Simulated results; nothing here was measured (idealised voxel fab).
Documented hereafter: the process module known as voxel spacer lines.
The cross-section on display is named cut; it measures 295 nm wide, and its cells are 5 nm squares.
The cross-sections in this document take the form of a grid made of square cells. They are written out as bands, in order from top to bottom. Each band consists of one or more rows of cells. Top height, bottom height, nm. Materials left to right, width each, nm. Single material + "everywhere" = fills band edge to edge. "empty" = empty. Where do heights start? At 0: under that level the wafer as delivered is made of one material only. And the lowest band has no floor; it just carries on downward, as in "0 down". Width spec "30..40" -> top row of cells at first value, bottom row at second value, equal per-row change in between. "remains unaltered" for a step: no cell of the cross-section changed in that step. "Closed void catalog" - sealed voids, min. 8 cells, no opening to top; format: width x height at distance (distance from left edge; nm throughout). On each step's line, the part that comes after the settings is the simulator's own comment on the step. overlay nm: on a step with a mask, how far right of its planned place the mask lay; negative means left.

Below is the list of planned process steps
step 1: RECEIVE (material Si)
step 2: CONFORMAL_DEP (material Al2O3; thk nm 5)
step 3: DIRECTIONAL_DEP (material SiN; thk nm 15)
step 4: DIRECTIONAL_DEP (material aC; thk nm 20)
step 5: PATTERN (tone cover; mask id MANDREL; material resist; width nm 15; pitch nm 60; thk nm 25; overlay nm 0)
step 6: DIRECTIONAL_ETCH (etch materials aC; depth nm 20)
step 7: STRIP (etch materials resist)
step 8: CONFORMAL_DEP (material SiO2; thk nm 15)
step 9: DIRECTIONAL_ETCH (etch materials SiO2; depth nm 15)
step 10: STRIP (etch materials aC)
step 11: DIRECTIONAL_ETCH (etch materials SiN; depth nm 15)
step 12: STRIP (etch materials SiO2)
step 13: FILL_DEP (material SiO2; thk nm 10)
step 14: CMP (height nm 20)

What follows covers the first of two wafers; it ran as planned

Wafer at receipt (post step 1), cross-section
  0 down: Si everywhere
  Closed void catalog: none

Presented here is a cross-section of the wafer after step 2 has been performed
  5 to 0: Al2O3 everywhere
  At heights below 0, the structure remains unaltered.

Presented here is a cross-section of the wafer after step 3 has been performed
  20 to 5: SiN everywhere
  At heights below 5, the structure remains unaltered.

Presented here is a cross-section of the wafer after step 4 has been performed
  40 to 20: aC everywhere
  At heights below 20, the structure remains unaltered.

Presented here is a cross-section of the wafer after step 5 has been performed
  65 to 40: 110 nm empty; 15 nm resist; 45 nm empty; 15 nm resist; 110 nm empty
  At heights below 40, the structure remains unaltered.

Presented here is a cross-section of the wafer after step 6 has been performed
  45 to 40: 110 nm empty; 15 nm resist; 45 nm empty; 15 nm resist; 110 nm empty
  40 to 20: 110 nm empty; 15 nm aC; 45 nm empty; 15 nm aC; 110 nm empty
  At heights below 20, the structure remains unaltered.

Presented here is a cross-section of the wafer after step 7 has been performed
  40 to 20: 110 nm empty; 15 nm aC; 45 nm empty; 15 nm aC; 110 nm empty
  At heights below 20, the structure remains unaltered.

Presented here is a cross-section of the wafer after step 8 has been performed
  55 to 40: 95 nm empty; 45 nm SiO2; 15 nm empty; 45 nm SiO2; 95 nm empty
  40 to 35: 95 nm empty; 15 nm SiO2; 15 nm aC; 15 nm SiO2; 15 nm empty; 15 nm SiO2; 15 nm aC; 15 nm SiO2; 95 nm empty
  35 to 20: 110 nm SiO2; 15 nm aC; 45 nm SiO2; 15 nm aC; 110 nm SiO2
  At heights below 20, the structure remains unaltered.

Presented here is a cross-section of the wafer after step 9 has been performed
  40 to 20: 95 nm empty; 15 nm SiO2; 15 nm aC; 15 nm SiO2; 15 nm empty; 15 nm SiO2; 15 nm aC; 15 nm SiO2; 95 nm empty
  At heights below 20, the structure remains unaltered.

Presented here is a cross-section of the wafer after step 10 has been performed
  40 to 20: 95 nm empty; 15 nm SiO2; 15 nm empty; 15 nm SiO2; 15 nm empty; 15 nm SiO2; 15 nm empty; 15 nm SiO2; 95 nm empty
  At heights below 20, the structure remains unaltered.

Presented here is a cross-section of the wafer after step 11 has been performed
  40 to 20: 95 nm empty; 15 nm SiO2; 15 nm empty; 15 nm SiO2; 15 nm empty; 15 nm SiO2; 15 nm empty; 15 nm SiO2; 95 nm empty
  20 to 5: 95 nm empty; 15 nm SiN; 15 nm empty; 15 nm SiN; 15 nm empty; 15 nm SiN; 15 nm empty; 15 nm SiN; 95 nm empty
  At heights below 5, the structure remains unaltered.

Presented here is a cross-section of the wafer after step 12 has been performed
  20 to 5: 95 nm empty; 15 nm SiN; 15 nm empty; 15 nm SiN; 15 nm empty; 15 nm SiN; 15 nm empty; 15 nm SiN; 95 nm empty
  At heights below 5, the structure remains unaltered.

Presented here is a cross-section of the wafer after step 13 has been performed
  30 to 20: SiO2 everywhere
  20 to 5: 95 nm SiO2; 15 nm SiN; 15 nm SiO2; 15 nm SiN; 15 nm SiO2; 15 nm SiN; 15 nm SiO2; 15 nm SiN; 95 nm SiO2
  At heights below 5, the structure remains unaltered.

Presented here is a cross-section of the wafer after step 14 has been performed
  20 to 5: 95 nm SiO2; 15 nm SiN; 15 nm SiO2; 15 nm SiN; 15 nm SiO2; 15 nm SiN; 15 nm SiO2; 15 nm SiN; 95 nm SiO2
  At heights below 5, the structure remains unaltered.

Second wafer - shared start and plan with the first - one error in running - same as the first up to step 4 inclusive

Cross-sectional view of the second wafer at the intended end time of process step 5
  65 to 40: 110 nm empty; 20 nm resist; 40 nm empty; 20 nm resist; 105 nm empty
  At heights below 40, the structure remains unaltered.

Cross-sectional view of the second wafer at the intended end time of process step 6
  45 to 40: 110 nm empty; 20 nm resist; 40 nm empty; 20 nm resist; 105 nm empty
  40 to 20: 110 nm empty; 20 nm aC; 40 nm empty; 20 nm aC; 105 nm empty
  At heights below 20, the structure remains unaltered.

Cross-sectional view of the second wafer at the intended end time of process step 7
  40 to 20: 110 nm empty; 20 nm aC; 40 nm empty; 20 nm aC; 105 nm empty
  At heights below 20, the structure remains unaltered.

Cross-sectional view of the second wafer at the intended end time of process step 8
  55 to 40: 95 nm empty; 50 nm SiO2; 10 nm empty; 50 nm SiO2; 90 nm empty
  40 to 35: 95 nm empty; 15 nm SiO2; 20 nm aC; 15 nm SiO2; 10 nm empty; 15 nm SiO2; 20 nm aC; 15 nm SiO2; 90 nm empty
  35 to 20: 110 nm SiO2; 20 nm aC; 40 nm SiO2; 20 nm aC; 105 nm SiO2
  At heights below 20, the structure remains unaltered.

Cross-sectional view of the second wafer at the intended end time of process step 9
  40 to 20: 95 nm empty; 15 nm SiO2; 20 nm aC; 15 nm SiO2; 10 nm empty; 15 nm SiO2; 20 nm aC; 15 nm SiO2; 90 nm empty
  At heights below 20, the structure remains unaltered.

Cross-sectional view of the second wafer at the intended end time of process step 10
  40 to 20: 95 nm empty; 15 nm SiO2; 20 nm empty; 15 nm SiO2; 10 nm empty; 15 nm SiO2; 20 nm empty; 15 nm SiO2; 90 nm empty
  At heights below 20, the structure remains unaltered.

Cross-sectional view of the second wafer at the intended end time of process step 11
  40 to 20: 95 nm empty; 15 nm SiO2; 20 nm empty; 15 nm SiO2; 10 nm empty; 15 nm SiO2; 20 nm empty; 15 nm SiO2; 90 nm empty
  20 to 5: 95 nm empty; 15 nm SiN; 20 nm empty; 15 nm SiN; 10 nm empty; 15 nm SiN; 20 nm empty; 15 nm SiN; 90 nm empty
  At heights below 5, the structure remains unaltered.

Cross-sectional view of the second wafer at the intended end time of process step 12
  20 to 5: 95 nm empty; 15 nm SiN; 20 nm empty; 15 nm SiN; 10 nm empty; 15 nm SiN; 20 nm empty; 15 nm SiN; 90 nm empty
  At heights below 5, the structure remains unaltered.

Cross-sectional view of the second wafer at the intended end time of process step 13
  30 to 20: SiO2 everywhere
  20 to 5: 95 nm SiO2; 15 nm SiN; 20 nm SiO2; 15 nm SiN; 10 nm SiO2; 15 nm SiN; 20 nm SiO2; 15 nm SiN; 90 nm SiO2
  At heights below 5, the structure remains unaltered.

Cross-sectional view of the second wafer at the intended end time of process step 14
  20 to 5: 95 nm SiO2; 15 nm SiN; 20 nm SiO2; 15 nm SiN; 10 nm SiO2; 15 nm SiN; 20 nm SiO2; 15 nm SiN; 90 nm SiO2
  At heights below 5, the structure remains unaltered.
The mistake made against the process plan was this: step 5 did not happen as planned, as run it was PATTERN (tone cover; mask id MANDREL; material resist; width nm 20; pitch nm 60; thk nm 25; overlay nm 0)
So at the finish, the second wafer's got exactly as many cells of each material as the first, just not in the same spots.
